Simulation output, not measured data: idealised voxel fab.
Name of the process module below: voxel lift off
The cross-section shown here is cut; it is 190 nm wide and divided into square cells measuring 5 nm on a side.
How to read a cross-section here: the picture is a grid of square cells, written as bands going from the top down, and any band can span one or more rows of cells.
First you get the band's top height and its bottom height, in nm, and then the materials it's made of, left to right, with each width in nm. If you see a single material with "all across", that one covers the band edge to edge. "air" is empty space.
Note: height 0 marks the level under which the wafer is uniformly one material as received. Lowest band unbounded below, written "0..down".
Graded width ("30->40"): value in top row of band = first number; value in bottom row = second number; row-to-row change constant.
"nothing changed" for a step: no cell of the cross-section changed in that step.
For the entry "Entrapped void list", the listed items are empty spaces with no open way to the top whose size is 8 cells or more; each item follows the pattern width x height at distance, where distance is from the left edge and all three are in nm.
Formally, on a step line, whatever follows the settings is a remark that the simulator itself makes on the step.
overlay nm, on a step with a mask: how far to the right of its planned place the mask lay; to the left if negative

-- Process steps - plan
1. RECEIVE: material Si
2. CONFORMAL_DEP: material SiN, thk nm 15
3. PATTERN: tone open, mask id LINES, material resist, width nm 30, pitch nm 50, thk nm 30, overlay nm 0
4. DIRECTIONAL_DEP: material Ru, thk nm 15
5. STRIP: etch materials resist
6. CONFORMAL_DEP: material SiO2, thk nm 5

-- As-received state of the wafer in cross-section, equivalent to post-step 1
	0..down: Si all across
	Entrapped void list: none

-- Cross-section taken at module completion on the first of two wafers; processed per the plan
	35..30: air 25 nm, then SiO2 40 nm, then air 10 nm, then SiO2 40 nm, then air 10 nm, then SiO2 40 nm, then air 25 nm
	30..20: air 25 nm, then SiO2 5 nm, then Ru 30 nm, then SiO2 5 nm, then air 10 nm, then SiO2 5 nm, then Ru 30 nm, then SiO2 5 nm, then air 10 nm, then SiO2 5 nm, then Ru 30 nm, then SiO2 5 nm, then air 25 nm
	20..15: SiO2 30 nm, then Ru 30 nm, then SiO2 20 nm, then Ru 30 nm, then SiO2 20 nm, then Ru 30 nm, then SiO2 30 nm
	15..0: SiN all across
	0..down: Si all across
	Entrapped void list: none

-- Second wafer of the two, sectioned at the end of the module. It began like the first and followed the same plan, but one mistake was made while running it
	35..30: air 30 nm, then SiO2 30 nm, then air 20 nm, then SiO2 30 nm, then air 20 nm, then SiO2 30 nm, then air 30 nm
	30..20: air 30 nm, then SiO2 5 nm, then Ru 20 nm, then SiO2 5 nm, then air 20 nm, then SiO2 5 nm, then Ru 20 nm, then SiO2 5 nm, then air 20 nm, then SiO2 5 nm, then Ru 20 nm, then SiO2 5 nm, then air 30 nm
	20..15: SiO2 35 nm, then Ru 20 nm, then SiO2 30 nm, then Ru 20 nm, then SiO2 30 nm, then Ru 20 nm, then SiO2 35 nm
	15..0: SiN all across
	0..down: Si all across
	Entrapped void list: none
Processing error: step 3 ran with different settings than intended, the actual operation and settings being PATTERN: tone open, mask id LINES, material resist, width nm 20, pitch nm 50, thk nm 30, overlay nm 0
Final tally in cells, some materials are higher or lower on the second wafer than on the first: Ru -18
